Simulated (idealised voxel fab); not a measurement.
Documented hereafter: the process module known as voxel transistor to metal.
Section shown: cut. Width: 295 nm. Cell size: 5 nm, square.
Throughout this document, each cross-section is represented as a grid of square cells and is presented as a sequence of bands enumerated from the top downward, where a band comprises one or more rows of cells.
First you get the band's top height and its bottom height, in nm, and then the materials it's made of, left to right, with each width in nm. If you see a single material with "all across", that one covers the band edge to edge. "blank" is empty space.
Convention: height 0 is the level below which the wafer, as received, is all one material. The lowest band does not terminate at the bottom but continues downward, represented as "from 0 down".
The width entry "30..40" should be interpreted row by row: the top row of cells in the band takes the first number, the bottom row takes the second number, and the change between adjacent rows is uniform throughout.
Key: "nothing different" - step with no changed cell in the cross-section.
"Unvented cavities" specifies each empty space that is not open to the top and that occupies no fewer than 8 cells, using the form width x height at distance, the distance measured from the left edge and all three quantities in nm.
Whatever follows a step's settings on its line is a remark the simulator itself makes about that step.
overlay nm: for a step with a mask, the amount by which the mask lay right of where it was planned; a negative amount means left of it.
Pairs, read this way: before one process step on the one hand, after it on the other, the after cross-section ending at the lowest band that changed; the step between, settings included, beneath. Same starting wafer throughout, but possibly different runs of this module, so no pair continues from the pair above unless its entry headed "Pre-process state" says so.

-- Pre-process state
    from 115 to 100  35 nm resist, then 15 nm blank, then 110 nm resist, then 15 nm blank, then 120 nm resist
    from 100 to 85  35 nm aC, then 15 nm blank, then 110 nm aC, then 15 nm blank, then 120 nm aC
    from 85 to 65  35 nm SiO2, then 15 nm blank, then 110 nm SiO2, then 15 nm blank, then 120 nm SiO2
    from 65 to 55  SiO2 all across
    from 55 to 50  SiCN all across
    from 50 to 30  35 nm SiO2, then 15 nm W, then 65 nm SiO2, then 15 nm W, then 30 nm SiO2, then 15 nm W, then 65 nm SiO2, then 15 nm W, then 40 nm SiO2
    from 30 to 25  35 nm SiO2, then 15 nm TiN, then 65 nm SiO2, then 15 nm TiN, then 30 nm SiO2, then 15 nm TiN, then 65 nm SiO2, then 15 nm TiN, then 40 nm SiO2
    from 25 to 0  35 nm SiO2, then 5 nm TiN, then 5 nm W, then 5 nm TiN, then 65 nm SiO2, then 5 nm TiN, then 5 nm W, then 5 nm TiN, then 30 nm SiO2, then 5 nm TiN, then 5 nm W, then 5 nm TiN, then 65 nm SiO2, then 5 nm TiN, then 5 nm W, then 5 nm TiN, then 40 nm SiO2
    from 0 to -5  35 nm SiO2, then 15 nm TiN, then 65 nm SiO2, then 15 nm TiN, then 30 nm SiO2, then 15 nm TiN, then 65 nm SiO2, then 15 nm TiN, then 40 nm SiO2
    from -5 to -10  SiO2 all across
    from -10 to -45  35 nm SiO2, then 95 nm Si, then 30 nm SiO2, then 95 nm Si, then 40 nm SiO2
    from -45 down  Si all across
    Unvented cavities: none

-- Sectional Result
    from 100 to 85  35 nm aC, then 15 nm blank, then 110 nm aC, then 15 nm blank, then 120 nm aC
    Beneath the level 85, the cross-section is identical to its previous state.
    Unvented cavities: none
Transition step, before and after shown above: STRIP (etch materials resist)

Pre-process state: The structure entering this step is exactly what the pair just above shows after its step.

-- Sectional Result
    from 100 to 85  35 nm aC, then 15 nm blank, then 110 nm aC, then 15 nm blank, then 120 nm aC
    from 85 to 55  35 nm SiO2, then 15 nm blank, then 110 nm SiO2, then 15 nm blank, then 120 nm SiO2
    Beneath the level 55, the cross-section is identical to its previous state.
    Unvented cavities: none
Transition step, before and after shown above: DIRECTIONAL_ETCH (etch materials SiO2; depth nm 10)

Pre-process state: The structure entering this step is exactly what the pair just above shows after its step.

-- Sectional Result
    from 100 to 85  35 nm aC, then 15 nm blank, then 110 nm aC, then 15 nm blank, then 120 nm aC
    from 85 to 55  35 nm SiO2, then 15 nm blank, then 110 nm SiO2, then 15 nm blank, then 120 nm SiO2
    from 55 to 50  35 nm SiCN, then 15 nm blank, then 110 nm SiCN, then 15 nm blank, then 120 nm SiCN
    Beneath the level 50, the cross-section is identical to its previous state.
    Unvented cavities: none
Transition step, before and after shown above: DIRECTIONAL_ETCH (etch materials SiCN; depth nm 5)

Pre-process state: The structure entering this step is exactly what the pair just above shows after its step.

-- Sectional Result
    from 85 to 55  35 nm SiO2, then 15 nm blank, then 110 nm SiO2, then 15 nm blank, then 120 nm SiO2
    Beneath the level 55, the cross-section is identical to its previous state.
    Unvented cavities: none
Transition step, before and after shown above: STRIP (etch materials aC)

Pre-process state: The structure entering this step is exactly what the pair just above shows after its step.

-- Sectional Result
    from 90 to 85  40 nm TiN, then 5 nm blank, then 120 nm TiN, then 5 nm blank, then 125 nm TiN
    from 85 to 55  35 nm SiO2, then 5 nm TiN, then 5 nm blank, then 5 nm TiN, then 110 nm SiO2, then 5 nm TiN, then 5 nm blank, then 5 nm TiN, then 120 nm SiO2
    from 55 to 50  35 nm SiCN, then 15 nm TiN, then 110 nm SiCN, then 15 nm TiN, then 120 nm SiCN
    Beneath the level 50, the cross-section is identical to its previous state.
    Unvented cavities: none
Transition step, before and after shown above: CONFORMAL_DEP (material TiN; thk nm 5)

Pre-process state: The structure entering this step is exactly what the pair just above shows after its step.

-- Sectional Result
    from 100 to 90  Ru all across
    from 90 to 85  40 nm TiN, then 5 nm Ru, then 120 nm TiN, then 5 nm Ru, then 125 nm TiN
    from 85 to 55  35 nm SiO2, then 5 nm TiN, then 5 nm Ru, then 5 nm TiN, then 110 nm SiO2, then 5 nm TiN, then 5 nm Ru, then 5 nm TiN, then 120 nm SiO2
    Beneath the level 55, the cross-section is identical to its previous state.
    Unvented cavities: none
Transition step, before and after shown above: FILL_DEP (material Ru; thk nm 10)

Pre-process state: The structure entering this step is exactly what the pair just above shows after its step.

-- Sectional Result
    from 85 to 55  35 nm SiO2, then 5 nm TiN, then 5 nm Ru, then 5 nm TiN, then 110 nm SiO2, then 5 nm TiN, then 5 nm Ru, then 5 nm TiN, then 120 nm SiO2
    Beneath the level 55, the cross-section is identical to its previous state.
    Unvented cavities: none
Transition step, before and after shown above: CMP (height nm 85)

Pre-process state: The structure entering this step is exactly what the pair just above shows after its step.

-- Sectional Result
    from 90 to 85  SiN all across
    Beneath the level 85, the cross-section is identical to its previous state.
    Unvented cavities: none
Transition step, before and after shown above: CONFORMAL_DEP (material SiN; thk nm 5)

-- Pre-process state
    from 45 to 40  25 nm aC, then 115 nm blank, then 10 nm aC, then 115 nm blank, then 30 nm aC
    from 40 to 35  aC all across
    from 35 to 30  25 nm SiCN, then 115 nm aC, then 10 nm SiCN, then 115 nm aC, then 30 nm SiCN
    from 30 to 25  SiCN all across
    from 25 to 20  25 nm polySi, then 115 nm SiCN, then 10 nm polySi, then 115 nm SiCN, then 30 nm polySi
    from 20 to 0  polySi all across
    from 0 to -5  25 nm SiO2, then 115 nm polySi, then 10 nm SiO2, then 115 nm polySi, then 30 nm SiO2
    from -5 to -10  SiO2 all across
    from -10 to -45  35 nm SiO2, then 95 nm Si, then 30 nm SiO2, then 95 nm Si, then 40 nm SiO2
    from -45 down  Si all across
    Unvented cavities: none

-- Sectional Result
    from 70 to 45  65 nm resist, then 35 nm blank, then 90 nm resist, then 35 nm blank, then 70 nm resist
    from 45 to 40  25 nm aC, then 40 nm resist, then 35 nm blank, then 40 nm resist, then 10 nm aC, then 40 nm resist, then 35 nm blank, then 40 nm resist, then 30 nm aC
    Beneath the level 40, the cross-section is identical to its previous state.
    Unvented cavities: none
Transition step, before and after shown above: PATTERN (tone open; mask id GATE; material resist; width nm 35; pitch nm 125; thk nm 25; overlay nm 0)

Pre-process state: The structure entering this step is exactly what the pair just above shows after its step.

-- Sectional Result
    from 60 to 45  65 nm resist, then 35 nm blank, then 90 nm resist, then 35 nm blank, then 70 nm resist
    from 45 to 40  25 nm aC, then 40 nm resist, then 35 nm blank, then 40 nm resist, then 10 nm aC, then 40 nm resist, then 35 nm blank, then 40 nm resist, then 30 nm aC
    from 40 to 35  65 nm aC, then 35 nm blank, then 90 nm aC, then 35 nm blank, then 70 nm aC
    from 35 to 30  25 nm SiCN, then 40 nm aC, then 35 nm blank, then 40 nm aC, then 10 nm SiCN, then 40 nm aC, then 35 nm blank, then 40 nm aC, then 30 nm SiCN
    Beneath the level 30, the cross-section is identical to its previous state.
    Unvented cavities: none
Transition step, before and after shown above: DIRECTIONAL_ETCH (etch materials aC; depth nm 10)

Pre-process state: The structure entering this step is exactly what the pair just above shows after its step.

-- Sectional Result
    from 45 to 35  25..65 nm aC, then 115..35 nm blank, then 10..90 nm aC, then 115..35 nm blank, then 30..70 nm aC
    Beneath the level 35, the cross-section is identical to its previous state.
    Unvented cavities: none
Transition step, before and after shown above: STRIP (etch materials resist)

Pre-process state: The structure entering this step is exactly what the pair just above shows after its step.

-- Sectional Result
    from 45 to 35  25..65 nm aC, then 115..35 nm blank, then 10..90 nm aC, then 115..35 nm blank, then 30..70 nm aC
    from 35 to 30  25 nm SiCN, then 40 nm aC, then 35 nm blank, then 40 nm aC, then 10 nm SiCN, then 40 nm aC, then 35 nm blank, then 40 nm aC, then 30 nm SiCN
    from 30 to 25  65 nm SiCN, then 35 nm blank, then 90 nm SiCN, then 35 nm blank, then 70 nm SiCN
    from 25 to 20  25 nm polySi, then 40 nm SiCN, then 35 nm blank, then 40 nm SiCN, then 10 nm polySi, then 40 nm SiCN, then 35 nm blank, then 40 nm SiCN, then 30 nm polySi
    Beneath the level 20, the cross-section is identical to its previous state.
    Unvented cavities: none
Transition step, before and after shown above: DIRECTIONAL_ETCH (etch materials SiCN; depth nm 20)

Pre-process state: The structure entering this step is exactly what the pair just above shows after its step.

-- Sectional Result
    from 45 to 35  25..65 nm aC, then 115..35 nm blank, then 10..90 nm aC, then 115..35 nm blank, then 30..70 nm aC
    from 35 to 30  25 nm SiCN, then 40 nm aC, then 35 nm blank, then 40 nm aC, then 10 nm SiCN, then 40 nm aC, then 35 nm blank, then 40 nm aC, then 30 nm SiCN
    from 30 to 25  65 nm SiCN, then 35 nm blank, then 90 nm SiCN, then 35 nm blank, then 70 nm SiCN
    from 25 to 20  25 nm polySi, then 40 nm SiCN, then 35 nm blank, then 40 nm SiCN, then 10 nm polySi, then 40 nm SiCN, then 35 nm blank, then 40 nm SiCN, then 30 nm polySi
    from 20 to 0  65 nm polySi, then 35 nm blank, then 90 nm polySi, then 35 nm blank, then 70 nm polySi
    from 0 to -5  25 nm SiO2, then 40 nm polySi, then 35 nm blank, then 40 nm polySi, then 10 nm SiO2, then 40 nm polySi, then 35 nm blank, then 40 nm polySi, then 30 nm SiO2
    Beneath the level -5, the cross-section is identical to its previous state.
    Unvented cavities: none
Transition step, before and after shown above: DIRECTIONAL_ETCH (etch materials polySi; depth nm 35)

Pre-process state: The structure entering this step is exactly what the pair just above shows after its step.

-- Sectional Result
    from 35 to 25  25..65 nm SiCN, then 115..35 nm blank, then 10..90 nm SiCN, then 115..35 nm blank, then 30..70 nm SiCN
    Beneath the level 25, the cross-section is identical to its previous state.
    Unvented cavities: none
Transition step, before and after shown above: STRIP (etch materials aC)

Pre-process state: The structure entering this step is exactly what the pair just above shows after its step.

-- Sectional Result
    from 45 to 35  35..75 nm SiN, then 95..15 nm blank, then 30..110 nm SiN, then 95..15 nm blank, then 40..80 nm SiN
    from 35 to 25  25..65 nm SiCN, then 50..10 nm SiN, then 15 nm blank, then 50..10 nm SiN, then 10..90 nm SiCN, then 50..10 nm SiN, then 15 nm blank, then 50..10 nm SiN, then 30..70 nm SiCN
    from 25 to 20  25 nm polySi, then 40 nm SiCN, then 10 nm SiN, then 15 nm blank, then 10 nm SiN, then 40 nm SiCN, then 10 nm polySi, then 40 nm SiCN, then 10 nm SiN, then 15 nm blank, then 10 nm SiN, then 40 nm SiCN, then 30 nm polySi
    from 20 to 5  65 nm polySi, then 10 nm SiN, then 15 nm blank, then 10 nm SiN, then 90 nm polySi, then 10 nm SiN, then 15 nm blank, then 10 nm SiN, then 70 nm polySi
    from 5 to 0  65 nm polySi, then 35 nm SiN, then 90 nm polySi, then 35 nm SiN, then 70 nm polySi
    from 0 to -5  25 nm SiO2, then 40 nm polySi, then 35 nm SiN, then 40 nm polySi, then 10 nm SiO2, then 40 nm polySi, then 35 nm SiN, then 40 nm polySi, then 30 nm SiO2
    Beneath the level -5, the cross-section is identical to its previous state.
    Unvented cavities: none
Transition step, before and after shown above: CONFORMAL_DEP (material SiN; thk nm 10)

Pre-process state: The structure entering this step is exactly what the pair just above shows after its step.

-- Sectional Result
    from 35 to 25  25..65 nm SiCN, then 10 nm SiN, then 95..15 nm blank, then 10 nm SiN, then 10..90 nm SiCN, then 10 nm SiN, then 95..15 nm blank, then 10 nm SiN, then 30..70 nm SiCN
    from 25 to 20  25 nm polySi, then 40 nm SiCN, then 10 nm SiN, then 15 nm blank, then 10 nm SiN, then 40 nm SiCN, then 10 nm polySi, then 40 nm SiCN, then 10 nm SiN, then 15 nm blank, then 10 nm SiN, then 40 nm SiCN, then 30 nm polySi
    from 20 to 0  65 nm polySi, then 10 nm SiN, then 15 nm blank, then 10 nm SiN, then 90 nm polySi, then 10 nm SiN, then 15 nm blank, then 10 nm SiN, then 70 nm polySi
    from 0 to -5  25 nm SiO2, then 40 nm polySi, then 10 nm SiN, then 15 nm blank, then 10 nm SiN, then 40 nm polySi, then 10 nm SiO2, then 40 nm polySi, then 10 nm SiN, then 15 nm blank, then 10 nm SiN, then 40 nm polySi, then 30 nm SiO2
    Beneath the level -5, the cross-section is identical to its previous state.
    Unvented cavities: none
Transition step, before and after shown above: DIRECTIONAL_ETCH (etch materials SiN; depth nm 10)

Pre-process state: The structure entering this step is exactly what the pair just above shows after its step.

-- Sectional Result
    from 35 to 25  25..65 nm SiCN, then 10 nm SiN, then 95..15 nm blank, then 10 nm SiN, then 10..90 nm SiCN, then 10 nm SiN, then 95..15 nm blank, then 10 nm SiN, then 30..70 nm SiCN
    from 25 to 20  25 nm polySi, then 40 nm SiCN, then 10 nm SiN, then 15 nm blank, then 10 nm SiN, then 40 nm SiCN, then 10 nm polySi, then 40 nm SiCN, then 10 nm SiN, then 15 nm blank, then 10 nm SiN, then 40 nm SiCN, then 30 nm polySi
    from 20 to 0  65 nm polySi, then 10 nm SiN, then 15 nm blank, then 10 nm SiN, then 90 nm polySi, then 10 nm SiN, then 15 nm blank, then 10 nm SiN, then 70 nm polySi
    from 0 to -5  25 nm SiO2, then 40 nm polySi, then 10 nm SiN, then 15 nm blank, then 10 nm SiN, then 40 nm polySi, then 10 nm SiO2, then 40 nm polySi, then 10 nm SiN, then 15 nm blank, then 10 nm SiN, then 40 nm polySi, then 30 nm SiO2
    from -5 to -10  75 nm SiO2, then 15 nm blank, then 110 nm SiO2, then 15 nm blank, then 80 nm SiO2
    Beneath the level -10, the cross-section is identical to its previous state.
    Unvented cavities: none
Transition step, before and after shown above: DIRECTIONAL_ETCH (etch materials SiO2; depth nm 5)

Pre-process state: The structure entering this step is exactly what the pair just above shows after its step.

-- Sectional Result
    from 35 to 25  25..65 nm SiCN, then 10 nm SiN, then 95..15 nm blank, then 10 nm SiN, then 10..90 nm SiCN, then 10 nm SiN, then 95..15 nm blank, then 10 nm SiN, then 30..70 nm SiCN
    from 25 to 20  25 nm polySi, then 40 nm SiCN, then 10 nm SiN, then 15 nm blank, then 10 nm SiN, then 40 nm SiCN, then 10 nm polySi, then 40 nm SiCN, then 10 nm SiN, then 15 nm blank, then 10 nm SiN, then 40 nm SiCN, then 30 nm polySi
    from 20 to 0  65 nm polySi, then 10 nm SiN, then 15 nm blank, then 10 nm SiN, then 90 nm polySi, then 10 nm SiN, then 15 nm blank, then 10 nm SiN, then 70 nm polySi
    from 0 to -5  25 nm SiO2, then 40 nm polySi, then 10 nm SiN, then 15 nm blank, then 10 nm SiN, then 40 nm polySi, then 10 nm SiO2, then 40 nm polySi, then 10 nm SiN, then 15 nm blank, then 10 nm SiN, then 40 nm polySi, then 30 nm SiO2
    from -5 to -10  75 nm SiO2, then 15 nm blank, then 110 nm SiO2, then 15 nm blank, then 80 nm SiO2
    from -10 to -20  35 nm SiO2, then 40 nm Si, then 15 nm blank, then 40 nm Si, then 30 nm SiO2, then 40 nm Si, then 15 nm blank, then 40 nm Si, then 40 nm SiO2
    Beneath the level -20, the cross-section is identical to its previous state.
    Unvented cavities: none
Transition step, before and after shown above: DIRECTIONAL_ETCH (etch materials Si; depth nm 10)

Pre-process state: The structure entering this step is exactly what the pair just above shows after its step.

-- Sectional Result
    from 35 to 25  25..65 nm SiCN, then 10 nm SiN, then 95..15 nm blank, then 10 nm SiN, then 10..90 nm SiCN, then 10 nm SiN, then 95..15 nm blank, then 10 nm SiN, then 30..70 nm SiCN
    from 25 to 20  25 nm polySi, then 40 nm SiCN, then 10 nm SiN, then 15 nm blank, then 10 nm SiN, then 40 nm SiCN, then 10 nm polySi, then 40 nm SiCN, then 10 nm SiN, then 15 nm blank, then 10 nm SiN, then 40 nm SiCN, then 30 nm polySi
    from 20 to 5  65 nm polySi, then 10 nm SiN, then 15 nm blank, then 10 nm SiN, then 90 nm polySi, then 10 nm SiN, then 15 nm blank, then 10 nm SiN, then 70 nm polySi
    from 5 to 0  65 nm polySi, then 10 nm SiN, then 15 nm nSi, then 10 nm SiN, then 90 nm polySi, then 10 nm SiN, then 15 nm nSi, then 10 nm SiN, then 70 nm polySi
    from 0 to -5  25 nm SiO2, then 40 nm polySi, then 10 nm SiN, then 15 nm nSi, then 10 nm SiN, then 40 nm polySi, then 10 nm SiO2, then 40 nm polySi, then 10 nm SiN, then 15 nm nSi, then 10 nm SiN, then 40 nm polySi, then 30 nm SiO2
    from -5 to -10  75 nm SiO2, then 15 nm nSi, then 110 nm SiO2, then 15 nm nSi, then 80 nm SiO2
    from -10 to -20  35 nm SiO2, then 40 nm Si, then 15 nm nSi, then 40 nm Si, then 30 nm SiO2, then 40 nm Si, then 15 nm nSi, then 40 nm Si, then 40 nm SiO2
    Beneath the level -20, the cross-section is identical to its previous state.
    Unvented cavities: none
Transition step, before and after shown above: EPI (material nSi; thk nm 15)

Pre-process state: The structure entering this step is exactly what the pair just above shows after its step.

-- Sectional Result
    from 40 to 35  SiO2 all across
    from 35 to 25  25..65 nm SiCN, then 10 nm SiN, then 95..15 nm SiO2, then 10 nm SiN, then 10..90 nm SiCN, then 10 nm SiN, then 95..15 nm SiO2, then 10 nm SiN, then 30..70 nm SiCN
    from 25 to 20  25 nm polySi, then 40 nm SiCN, then 10 nm SiN, then 15 nm SiO2, then 10 nm SiN, then 40 nm SiCN, then 10 nm polySi, then 40 nm SiCN, then 10 nm SiN, then 15 nm SiO2, then 10 nm SiN, then 40 nm SiCN, then 30 nm polySi
    from 20 to 5  65 nm polySi, then 10 nm SiN, then 15 nm SiO2, then 10 nm SiN, then 90 nm polySi, then 10 nm SiN, then 15 nm SiO2, then 10 nm SiN, then 70 nm polySi
    Beneath the level 5, the cross-section is identical to its previous state.
    Unvented cavities: none
Transition step, before and after shown above: FILL_DEP (material SiO2; thk nm 5)

Pre-process state: The structure entering this step is exactly what the pair just above shows after its step.

-- Sectional Result
    from 20 to 5  65 nm polySi, then 10 nm SiN, then 15 nm SiO2, then 10 nm SiN, then 90 nm polySi, then 10 nm SiN, then 15 nm SiO2, then 10 nm SiN, then 70 nm polySi
    Beneath the level 5, the cross-section is identical to its previous state.
    Unvented cavities: none
Transition step, before and after shown above: CMP (height nm 20)

Pre-process state: The structure entering this step is exactly what the pair just above shows after its step.

-- Sectional Result
    from 20 to 5  65 nm blank, then 10 nm SiN, then 15 nm SiO2, then 10 nm SiN, then 90 nm blank, then 10 nm SiN, then 15 nm SiO2, then 10 nm SiN, then 70 nm blank
    from 5 to 0  65 nm blank, then 10 nm SiN, then 15 nm nSi, then 10 nm SiN, then 90 nm blank, then 10 nm SiN, then 15 nm nSi, then 10 nm SiN, then 70 nm blank
    from 0 to -5  25 nm SiO2, then 40 nm blank, then 10 nm SiN, then 15 nm nSi, then 10 nm SiN, then 40 nm blank, then 10 nm SiO2, then 40 nm blank, then 10 nm SiN, then 15 nm nSi, then 10 nm SiN, then 40 nm blank, then 30 nm SiO2
    Beneath the level -5, the cross-section is identical to its previous state.
    Unvented cavities: none
Transition step, before and after shown above: STRIP (etch materials polySi)

Pre-process state: The structure entering this step is exactly what the pair just above shows after its step.

-- Sectional Result
    from 20 to 15  65 nm blank, then 10 nm SiN, then 15 nm blank, then 10 nm SiN, then 90 nm blank, then 10 nm SiN, then 15 nm blank, then 10 nm SiN, then 70 nm blank
    from 15 to 5  65 nm blank, then 10 nm SiN, then 15 nm SiO2, then 10 nm SiN, then 90 nm blank, then 10 nm SiN, then 15 nm SiO2, then 10 nm SiN, then 70 nm blank
    from 5 to -5  65 nm blank, then 10 nm SiN, then 15 nm nSi, then 10 nm SiN, then 90 nm blank, then 10 nm SiN, then 15 nm nSi, then 10 nm SiN, then 70 nm blank
    from -5 to -10  20 nm SiO2, then 50 nm blank, then 5 nm SiO2, then 15 nm nSi, then 5 nm SiO2, then 100 nm blank, then 5 nm SiO2, then 15 nm nSi, then 5 nm SiO2, then 50 nm blank, then 25 nm SiO2
    Beneath the level -10, the cross-section is identical to its previous state.
    Unvented cavities: none
Transition step, before and after shown above: SELECTIVE_ETCH (etch materials SiO2; depth nm 5)

Pre-process state: The structure entering this step is exactly what the pair just above shows after its step.

-- Sectional Result
    from 25 to 20  60 nm blank, then 20 nm HfO2, then 5 nm blank, then 20 nm HfO2, then 80 nm blank, then 20 nm HfO2, then 5 nm blank, then 20 nm HfO2, then 65 nm blank
    from 20 to 15  60 nm blank, then 5 nm HfO2, then 10 nm SiN, then 15 nm HfO2, then 10 nm SiN, then 5 nm HfO2, then 80 nm blank, then 5 nm HfO2, then 10 nm SiN, then 15 nm HfO2, then 10 nm SiN, then 5 nm HfO2, then 65 nm blank
    from 15 to 5  60 nm blank, then 5 nm HfO2, then 10 nm SiN, then 15 nm SiO2, then 10 nm SiN, then 5 nm HfO2, then 80 nm blank, then 5 nm HfO2, then 10 nm SiN, then 15 nm SiO2, then 10 nm SiN, then 5 nm HfO2, then 65 nm blank
    from 5 to 0  60 nm blank, then 5 nm HfO2, then 10 nm SiN, then 15 nm nSi, then 10 nm SiN, then 5 nm HfO2, then 80 nm blank, then 5 nm HfO2, then 10 nm SiN, then 15 nm nSi, then 10 nm SiN, then 5 nm HfO2, then 65 nm blank
    from 0 to -5  25 nm HfO2, then 35 nm blank, then 5 nm HfO2, then 10 nm SiN, then 15 nm nSi, then 10 nm SiN, then 5 nm HfO2, then 80 nm blank, then 5 nm HfO2, then 10 nm SiN, then 15 nm nSi, then 10 nm SiN, then 5 nm HfO2, then 35 nm blank, then 30 nm HfO2
    from -5 to -10  20 nm SiO2, then 50 nm HfO2, then 5 nm SiO2, then 15 nm nSi, then 5 nm SiO2, then 100 nm HfO2, then 5 nm SiO2, then 15 nm nSi, then 5 nm SiO2, then 50 nm HfO2, then 25 nm SiO2
    Beneath the level -10, the cross-section is identical to its previous state.
    Unvented cavities: none
Transition step, before and after shown above: CONFORMAL_DEP (material HfO2; thk nm 5)

Pre-process state: The structure entering this step is exactly what the pair just above shows after its step.

-- Sectional Result
    from 30 to 25  55 nm blank, then 55 nm TiN, then 70 nm blank, then 55 nm TiN, then 60 nm blank
    from 25 to 20  55 nm blank, then 5 nm TiN, then 20 nm HfO2, then 5 nm TiN, then 20 nm HfO2, then 5 nm TiN, then 70 nm blank, then 5 nm TiN, then 20 nm HfO2, then 5 nm TiN, then 20 nm HfO2, then 5 nm TiN, then 60 nm blank
    from 20 to 15  55 nm blank, then 5 nm TiN, then 5 nm HfO2, then 10 nm SiN, then 15 nm HfO2, then 10 nm SiN, then 5 nm HfO2, then 5 nm TiN, then 70 nm blank, then 5 nm TiN, then 5 nm HfO2, then 10 nm SiN, then 15 nm HfO2, then 10 nm SiN, then 5 nm HfO2, then 5 nm TiN, then 60 nm blank
    from 15 to 5  55 nm blank, then 5 nm TiN, then 5 nm HfO2, then 10 nm SiN, then 15 nm SiO2, then 10 nm SiN, then 5 nm HfO2, then 5 nm TiN, then 70 nm blank, then 5 nm TiN, then 5 nm HfO2, then 10 nm SiN, then 15 nm SiO2, then 10 nm SiN, then 5 nm HfO2, then 5 nm TiN, then 60 nm blank
    from 5 to 0  30 nm TiN, then 25 nm blank, then 5 nm TiN, then 5 nm HfO2, then 10 nm SiN, then 15 nm nSi, then 10 nm SiN, then 5 nm HfO2, then 5 nm TiN, then 70 nm blank, then 5 nm TiN, then 5 nm HfO2, then 10 nm SiN, then 15 nm nSi, then 10 nm SiN, then 5 nm HfO2, then 5 nm TiN, then 25 nm blank, then 35 nm TiN
    from 0 to -5  25 nm HfO2, then 35 nm TiN, then 5 nm HfO2, then 10 nm SiN, then 15 nm nSi, then 10 nm SiN, then 5 nm HfO2, then 80 nm TiN, then 5 nm HfO2, then 10 nm SiN, then 15 nm nSi, then 10 nm SiN, then 5 nm HfO2, then 35 nm TiN, then 30 nm HfO2
    Beneath the level -5, the cross-section is identical to its previous state.
    Unvented cavities: none
Transition step, before and after shown above: CONFORMAL_DEP (material TiN; thk nm 5)

Pre-process state: The structure entering this step is exactly what the pair just above shows after its step.

-- Sectional Result
    from 35 to 30  W all across
    from 30 to 25  55 nm W, then 55 nm TiN, then 70 nm W, then 55 nm TiN, then 60 nm W
    from 25 to 20  55 nm W, then 5 nm TiN, then 20 nm HfO2, then 5 nm TiN, then 20 nm HfO2, then 5 nm TiN, then 70 nm W, then 5 nm TiN, then 20 nm HfO2, then 5 nm TiN, then 20 nm HfO2, then 5 nm TiN, then 60 nm W
    from 20 to 15  55 nm W, then 5 nm TiN, then 5 nm HfO2, then 10 nm SiN, then 15 nm HfO2, then 10 nm SiN, then 5 nm HfO2, then 5 nm TiN, then 70 nm W, then 5 nm TiN, then 5 nm HfO2, then 10 nm SiN, then 15 nm HfO2, then 10 nm SiN, then 5 nm HfO2, then 5 nm TiN, then 60 nm W
    from 15 to 5  55 nm W, then 5 nm TiN, then 5 nm HfO2, then 10 nm SiN, then 15 nm SiO2, then 10 nm SiN, then 5 nm HfO2, then 5 nm TiN, then 70 nm W, then 5 nm TiN, then 5 nm HfO2, then 10 nm SiN, then 15 nm SiO2, then 10 nm SiN, then 5 nm HfO2, then 5 nm TiN, then 60 nm W
    from 5 to 0  30 nm TiN, then 25 nm W, then 5 nm TiN, then 5 nm HfO2, then 10 nm SiN, then 15 nm nSi, then 10 nm SiN, then 5 nm HfO2, then 5 nm TiN, then 70 nm W, then 5 nm TiN, then 5 nm HfO2, then 10 nm SiN, then 15 nm nSi, then 10 nm SiN, then 5 nm HfO2, then 5 nm TiN, then 25 nm W, then 35 nm TiN
    Beneath the level 0, the cross-section is identical to its previous state.
    Unvented cavities: none
Transition step, before and after shown above: FILL_DEP (material W; thk nm 5)

Pre-process state: The structure entering this step is exactly what the pair just above shows after its step.

-- Sectional Result
    from 15 to 5  55 nm W, then 5 nm TiN, then 5 nm HfO2, then 10 nm SiN, then 15 nm SiO2, then 10 nm SiN, then 5 nm HfO2, then 5 nm TiN, then 70 nm W, then 5 nm TiN, then 5 nm HfO2, then 10 nm SiN, then 15 nm SiO2, then 10 nm SiN, then 5 nm HfO2, then 5 nm TiN, then 60 nm W
    Beneath the level 5, the cross-section is identical to its previous state.
    Unvented cavities: none
Transition step, before and after shown above: CMP (height nm 15)

Pre-process state: The structure entering this step is exactly what the pair just above shows after its step.

-- Sectional Result
    from 25 to 15  SiO2 all across
    Beneath the level 15, the cross-section is identical to its previous state.
    Unvented cavities: none
Transition step, before and after shown above: DIRECTIONAL_DEP (material SiO2; thk nm 10)

Pre-process state: The structure entering this step is exactly what the pair just above shows after its step.

-- Sectional Result
    from 40 to 25  aC all across
    Beneath the level 25, the cross-section is identical to its previous state.
    Unvented cavities: none
Transition step, before and after shown above: DIRECTIONAL_DEP (material aC; thk nm 15)

Pre-process state: The structure entering this step is exactly what the pair just above shows after its step.

-- Sectional Result
    from 75 to 40  35 nm resist, then 15 nm blank, then 65 nm resist, then 15 nm blank, then 30 nm resist, then 15 nm blank, then 65 nm resist, then 15 nm blank, then 40 nm resist
    Beneath the level 40, the cross-section is identical to its previous state.
    Unvented cavities: none
Transition step, before and after shown above: PATTERN (tone open; mask id CONTACT; material resist; width nm 15; thk nm 35; overlay nm 0)

Pre-process state: The structure entering this step is exactly what the pair just above shows after its step.

-- Sectional Result
    from 60 to 40  35 nm resist, then 15 nm blank, then 65 nm resist, then 15 nm blank, then 30 nm resist, then 15 nm blank, then 65 nm resist, then 15 nm blank, then 40 nm resist
    from 40 to 25  35 nm aC, then 15 nm blank, then 65 nm aC, then 15 nm blank, then 30 nm aC, then 15 nm blank, then 65 nm aC, then 15 nm blank, then 40 nm aC
    Beneath the level 25, the cross-section is identical to its previous state.
    Unvented cavities: none
Transition step, before and after shown above: DIRECTIONAL_ETCH (etch materials aC; depth nm 15)

Pre-process state: The structure entering this step is exactly what the pair just above shows after its step.

-- Sectional Result
    from 40 to 25  35 nm aC, then 15 nm blank, then 65 nm aC, then 15 nm blank, then 30 nm aC, then 15 nm blank, then 65 nm aC, then 15 nm blank, then 40 nm aC
    Beneath the level 25, the cross-section is identical to its previous state.
    Unvented cavities: none
Transition step, before and after shown above: STRIP (etch materials resist)

Pre-process state: The structure entering this step is exactly what the pair just above shows after its step.

-- Sectional Result
    from 40 to 25  35 nm aC, then 15 nm blank, then 65 nm aC, then 15 nm blank, then 30 nm aC, then 15 nm blank, then 65 nm aC, then 15 nm blank, then 40 nm aC
    from 25 to 15  35 nm SiO2, then 15 nm blank, then 65 nm SiO2, then 15 nm blank, then 30 nm SiO2, then 15 nm blank, then 65 nm SiO2, then 15 nm blank, then 40 nm SiO2
    Beneath the level 15, the cross-section is identical to its previous state.
    Unvented cavities: none
Transition step, before and after shown above: DIRECTIONAL_ETCH (etch materials SiO2; depth nm 30)

Pre-process state: The structure entering this step is exactly what the pair just above shows after its step.

-- Sectional Result
    from 25 to 15  35 nm SiO2, then 15 nm blank, then 65 nm SiO2, then 15 nm blank, then 30 nm SiO2, then 15 nm blank, then 65 nm SiO2, then 15 nm blank, then 40 nm SiO2
    Beneath the level 15, the cross-section is identical to its previous state.
    Unvented cavities: none
Transition step, before and after shown above: STRIP (etch materials aC)
